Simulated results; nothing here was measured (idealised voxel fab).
Herein follows the process module entitled voxel trench capacitor.
Square cells of 5 nm make up the cross-section cut, whose width is 245 nm.
Cross-sections here: square-cell grids, written as top-down lists of bands, a band being one or more rows of cells. Within each band entry, the heights of the top and of the bottom of the band appear first, in that order and in nm; the materials of the band then follow from left to right, each with its corresponding width in nm. The designation "throughout" on a single material indicates that it fills the band from edge to edge; the designation "blank" indicates empty space. Heights are expressed relative to 0, this being the level below which the as-received wafer comprises one material exclusively. The lowest band is unbounded in the downward direction and is denoted as in "from 0 down". Graded width ("30..40"): value in top row of band = first number; value in bottom row = second number; row-to-row change constant. Basically "everything unchanged" means that step didn't change any cell in the cross-section. Entry "Sealed void list". Content: empty spaces with no open connection to the top, size 8 cells or greater. Each: width x height at distance. Distance: from left edge. Unit: nm. On each step's line, the part that comes after the settings is the simulator's own comment on the step. Regarding "overlay nm": on a step with a mask, it is the distance the mask lay to the right of its planned place; a negative value places it to the left.

**Here's what the planned process steps look like**
1,RECEIVE (material Si)
2,CONFORMAL_DEP (material SiN; thk nm 10)
3,DIRECTIONAL_DEP (material aC; thk nm 10)
4,PATTERN (tone open; mask id TRENCH; material resist; width nm 15; pitch nm 40; thk nm 30; overlay nm 0)
5,DIRECTIONAL_ETCH (etch materials aC; depth nm 10)
6,STRIP (etch materials resist)
7,DIRECTIONAL_ETCH (etch materials SiN; depth nm 10)
8,DIRECTIONAL_ETCH (etch materials Si; depth nm 35)
9,STRIP (etch materials aC)
10,CONFORMAL_DEP (material Al2O3; thk nm 5)
11,FILL_DEP (material polySi; thk nm 10)
12,CMP (height nm 10)

**Run as planned: first of two wafers**

**The cross-section here shows the wafer as received, i.e. in its state after step 1**
from 0 down  Si throughout
Sealed void list: none

**Wafer section view after processing step 2**
from 10 to 0  SiN throughout
Nothing below the height 0 has changed.

**Wafer section view after processing step 3**
from 20 to 10  aC throughout
Nothing below the height 10 has changed.

**Wafer section view after processing step 4**
from 50 to 20  resist: 75, then blank: 15, then resist: 25, then blank: 15, then resist: 25, then blank: 15, then resist: 75
Nothing below the height 20 has changed.

**Wafer section view after processing step 5**
from 40 to 20  resist: 75, then blank: 15, then resist: 25, then blank: 15, then resist: 25, then blank: 15, then resist: 75
from 20 to 10  aC: 75, then blank: 15, then aC: 25, then blank: 15, then aC: 25, then blank: 15, then aC: 75
Nothing below the height 10 has changed.

**Wafer section view after processing step 6**
from 20 to 10  aC: 75, then blank: 15, then aC: 25, then blank: 15, then aC: 25, then blank: 15, then aC: 75
Nothing below the height 10 has changed.

**Wafer section view after processing step 7**
from 20 to 10  aC: 75, then blank: 15, then aC: 25, then blank: 15, then aC: 25, then blank: 15, then aC: 75
from 10 to 0  SiN: 75, then blank: 15, then SiN: 25, then blank: 15, then SiN: 25, then blank: 15, then SiN: 75
Nothing below the height 0 has changed.

**Wafer section view after processing step 8**
from 20 to 10  aC: 75, then blank: 15, then aC: 25, then blank: 15, then aC: 25, then blank: 15, then aC: 75
from 10 to 0  SiN: 75, then blank: 15, then SiN: 25, then blank: 15, then SiN: 25, then blank: 15, then SiN: 75
from 0 to -35  Si: 75, then blank: 15, then Si: 25, then blank: 15, then Si: 25, then blank: 15, then Si: 75
Nothing below the height -35 has changed.

**Wafer section view after processing step 9**
from 10 to 0  SiN: 75, then blank: 15, then SiN: 25, then blank: 15, then SiN: 25, then blank: 15, then SiN: 75
Nothing below the height 0 has changed.

**Wafer section view after processing step 10**
from 15 to 10  Al2O3: 80, then blank: 5, then Al2O3: 35, then blank: 5, then Al2O3: 35, then blank: 5, then Al2O3: 80
from 10 to 0  SiN: 75, then Al2O3: 5, then blank: 5, then Al2O3: 5, then SiN: 25, then Al2O3: 5, then blank: 5, then Al2O3: 5, then SiN: 25, then Al2O3: 5, then blank: 5, then Al2O3: 5, then SiN: 75
from 0 to -30  Si: 75, then Al2O3: 5, then blank: 5, then Al2O3: 5, then Si: 25, then Al2O3: 5, then blank: 5, then Al2O3: 5, then Si: 25, then Al2O3: 5, then blank: 5, then Al2O3: 5, then Si: 75
from -30 to -35  Si: 75, then Al2O3: 15, then Si: 25, then Al2O3: 15, then Si: 25, then Al2O3: 15, then Si: 75
Nothing below the height -35 has changed.

**Wafer section view after processing step 11**
from 25 to 15  polySi throughout
from 15 to 10  Al2O3: 80, then polySi: 5, then Al2O3: 35, then polySi: 5, then Al2O3: 35, then polySi: 5, then Al2O3: 80
from 10 to 0  SiN: 75, then Al2O3: 5, then polySi: 5, then Al2O3: 5, then SiN: 25, then Al2O3: 5, then polySi: 5, then Al2O3: 5, then SiN: 25, then Al2O3: 5, then polySi: 5, then Al2O3: 5, then SiN: 75
from 0 to -30  Si: 75, then Al2O3: 5, then polySi: 5, then Al2O3: 5, then Si: 25, then Al2O3: 5, then polySi: 5, then Al2O3: 5, then Si: 25, then Al2O3: 5, then polySi: 5, then Al2O3: 5, then Si: 75
Nothing below the height -30 has changed.

**Wafer section view after processing step 12**
from 10 to 0  SiN: 75, then Al2O3: 5, then polySi: 5, then Al2O3: 5, then SiN: 25, then Al2O3: 5, then polySi: 5, then Al2O3: 5, then SiN: 25, then Al2O3: 5, then polySi: 5, then Al2O3: 5, then SiN: 75
Nothing below the height 0 has changed.

**Second wafer. Start and plan as for the first. One mistake made in running. Agrees with the first up to and including step 3**

**Here is the second wafer in cross-section at the point where step 4 of the plan should have been done**
from 50 to 20  resist: 80, then blank: 15, then resist: 25, then blank: 15, then resist: 25, then blank: 15, then resist: 70
Nothing below the height 20 has changed.

**Here is the second wafer in cross-section at the point where step 5 of the plan should have been done**
from 40 to 20  resist: 80, then blank: 15, then resist: 25, then blank: 15, then resist: 25, then blank: 15, then resist: 70
from 20 to 10  aC: 80, then blank: 15, then aC: 25, then blank: 15, then aC: 25, then blank: 15, then aC: 70
Nothing below the height 10 has changed.

**Here is the second wafer in cross-section at the point where step 6 of the plan should have been done**
from 20 to 10  aC: 80, then blank: 15, then aC: 25, then blank: 15, then aC: 25, then blank: 15, then aC: 70
Nothing below the height 10 has changed.

**Here is the second wafer in cross-section at the point where step 7 of the plan should have been done**
from 20 to 10  aC: 80, then blank: 15, then aC: 25, then blank: 15, then aC: 25, then blank: 15, then aC: 70
from 10 to 0  SiN: 80, then blank: 15, then SiN: 25, then blank: 15, then SiN: 25, then blank: 15, then SiN: 70
Nothing below the height 0 has changed.

**Here is the second wafer in cross-section at the point where step 8 of the plan should have been done**
from 20 to 10  aC: 80, then blank: 15, then aC: 25, then blank: 15, then aC: 25, then blank: 15, then aC: 70
from 10 to 0  SiN: 80, then blank: 15, then SiN: 25, then blank: 15, then SiN: 25, then blank: 15, then SiN: 70
from 0 to -35  Si: 80, then blank: 15, then Si: 25, then blank: 15, then Si: 25, then blank: 15, then Si: 70
Nothing below the height -35 has changed.

**Here is the second wafer in cross-section at the point where step 9 of the plan should have been done**
from 10 to 0  SiN: 80, then blank: 15, then SiN: 25, then blank: 15, then SiN: 25, then blank: 15, then SiN: 70
Nothing below the height 0 has changed.

**Here is the second wafer in cross-section at the point where step 10 of the plan should have been done**
from 15 to 10  Al2O3: 85, then blank: 5, then Al2O3: 35, then blank: 5, then Al2O3: 35, then blank: 5, then Al2O3: 75
from 10 to 0  SiN: 80, then Al2O3: 5, then blank: 5, then Al2O3: 5, then SiN: 25, then Al2O3: 5, then blank: 5, then Al2O3: 5, then SiN: 25, then Al2O3: 5, then blank: 5, then Al2O3: 5, then SiN: 70
from 0 to -30  Si: 80, then Al2O3: 5, then blank: 5, then Al2O3: 5, then Si: 25, then Al2O3: 5, then blank: 5, then Al2O3: 5, then Si: 25, then Al2O3: 5, then blank: 5, then Al2O3: 5, then Si: 70
from -30 to -35  Si: 80, then Al2O3: 15, then Si: 25, then Al2O3: 15, then Si: 25, then Al2O3: 15, then Si: 70
Nothing below the height -35 has changed.

**Here is the second wafer in cross-section at the point where step 11 of the plan should have been done**
from 25 to 15  polySi throughout
from 15 to 10  Al2O3: 85, then polySi: 5, then Al2O3: 35, then polySi: 5, then Al2O3: 35, then polySi: 5, then Al2O3: 75
from 10 to 0  SiN: 80, then Al2O3: 5, then polySi: 5, then Al2O3: 5, then SiN: 25, then Al2O3: 5, then polySi: 5, then Al2O3: 5, then SiN: 25, then Al2O3: 5, then polySi: 5, then Al2O3: 5, then SiN: 70
from 0 to -30  Si: 80, then Al2O3: 5, then polySi: 5, then Al2O3: 5, then Si: 25, then Al2O3: 5, then polySi: 5, then Al2O3: 5, then Si: 25, then Al2O3: 5, then polySi: 5, then Al2O3: 5, then Si: 70
Nothing below the height -30 has changed.

**Here is the second wafer in cross-section at the point where step 12 of the plan should have been done**
from 10 to 0  SiN: 80, then Al2O3: 5, then polySi: 5, then Al2O3: 5, then SiN: 25, then Al2O3: 5, then polySi: 5, then Al2O3: 5, then SiN: 25, then Al2O3: 5, then polySi: 5, then Al2O3: 5, then SiN: 70
Nothing below the height 0 has changed.
What went wrong in running the wafer? step 4 changed vs plan, executed as PATTERN (tone open; mask id TRENCH; material resist; width nm 15; pitch nm 40; thk nm 30; overlay nm 5)
Both wafers, final: cells per material equal; arrangement not.
